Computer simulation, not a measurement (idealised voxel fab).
Title: Process Module voxel lift off
It is cross-section cut that appears here, measuring 295 nm in width, its square cells being 5 nm in size.
Cross-section, as written here: a square-cell grid given band by band from the top down, where a band holds one or more rows of cells. Look at the band entry: it leads with the top's height and the bottom's height in nm. Then it lists the materials left to right, with a width in nm for each. The word "all across" on a single material says that material fills the band edge to edge. The word "blank" is empty space. For the purposes of this specification, 0 denotes the height below which the wafer in its as-received condition is composed wholly of one material, and the lowermost band, lacking a lower limit, extends downward without end, as expressed in "0 and below". Graded width ("30..40"): value in top row of band = first number; value in bottom row = second number; row-to-row change constant. Any step labelled "stayed the same" changed none of the cells in the cross-section. Reported under the label "Closed void register" are the empty spaces having no open way to the top and comprising 8 cells or more; the notation for each is width x height at distance, in which the distance is measured from the left edge and all three values are in nm. Past the settings on a step's line: simulator remark, on that step. When a step includes a mask, the "overlay nm" setting on its line states how far to the right of its planned place that mask lay, and negative values state how far to the left.
BELOW IS THE LIST OF PLANNED PROCESS STEPS
1: RECEIVE with material Si
2: CONFORMAL_DEP with material Al2O3, thk nm 5
3: PATTERN with tone open, mask id LINES, material resist, width nm 30, pitch nm 50, thk nm 30, overlay nm 0
4: DIRECTIONAL_DEP with material Ru, thk nm 15
5: STRIP with etch materials resist
6: CONFORMAL_DEP with material SiCN, thk nm 5
AS RECEIVED (POST STEP 1): CROSS-SECTION
- 0 and below | Si all across
- Closed void register: none
FINAL WAFER PROFILE IN CROSS-SECTION AFTER THE MODULE, FROM THE SAME START AND PLAN AS ABOVE, WITH ONE MISTAKE MADE DURING PROCESSING
- 25 down to 10 | blank 100 nm | SiCN 40 nm | blank 10 nm | SiCN 40 nm | blank 105 nm
- 10 down to 5 | SiCN all across
- 5 down to 0 | Al2O3 all across
- 0 and below | Si all across
- Closed void register: none
So what did we get wrong on this run? rather than as planned, step 4 actually ran as DIRECTIONAL_DEP with material SiCN, thk nm 15
